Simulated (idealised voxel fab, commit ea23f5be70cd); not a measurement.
process module | voxel double patterning
cross-section cut | 230 nm wide | cells 5 nm
A cross-section is a grid of square cells, given in bands from the top down. A band is one or more rows of cells.
Each band's line starts with the height of the band's top and of its bottom, in nm. Then come its materials from left to right, each with its width in nm. One material with "throughout" fills the band from edge to edge. "air" is empty space.
Height 0 is the level under which the wafer as received is all one material. The lowest band goes on downwards, as in "0 down".
A width such as "30 to 40" changes by the same amount from each row of cells to the next, from the band's top row to its bottom row.
"no change" after a step means that no cell of the cross-section changed.
closed voids: empty space of 8 cells or more with no open way to the top, each as width x height at its distance from the left edge, in nm
after a step's settings: what the simulator itself notes on the step
overlay nm, on a step with a mask: how far to the right of its planned place the mask lay; to the left if negative
plan
1 op RECEIVE | material Si
2 op CONFORMAL_DEP | material SiN | thk nm 5
3 op DIRECTIONAL_DEP | material SiO2 | thk nm 15
4 op DIRECTIONAL_DEP | material SiCN | thk nm 10
5 op PATTERN | tone open | mask id FIRST | material resist | width nm 15 | pitch nm 50 | thk nm 15 | overlay nm 0
6 op DIRECTIONAL_ETCH | etch materials SiCN | depth nm 10
7 op STRIP | etch materials resist
8 op PATTERN | tone open | mask id SECOND | material resist | width nm 15 | pitch nm 50 | thk nm 20 | overlay nm 0
9 op DIRECTIONAL_ETCH | etch materials SiCN | depth nm 10
10 op STRIP | etch materials resist
11 op DIRECTIONAL_ETCH | etch materials SiO2 | depth nm 15
12 op STRIP | etch materials SiCN
as received, after step 1
  0 down: Si throughout
  closed voids: none
first wafer at the end, as planned
  20 to 5: SiO2 55 | air 15 | SiO2 10 | air 15 | SiO2 10 | air 15 | SiO2 10 | air 15 | SiO2 10 | air 15 | SiO2 60
  5 to 0: SiN throughout
  0 down: Si throughout
  closed voids: none
second wafer at the end: like start, like plan, one mistake
  35 to 20: SiO2 55 | air 15 | SiO2 10 | air 15 | SiO2 10 | air 15 | SiO2 10 | air 15 | SiO2 10 | air 15 | SiO2 60
  20 to 5: SiO2 throughout
  5 to 0: SiN throughout
  0 down: Si throughout
  closed voids: none
what went wrong: step 3 was run twice
at the end the second wafer has, in cells: 138 more of SiO2
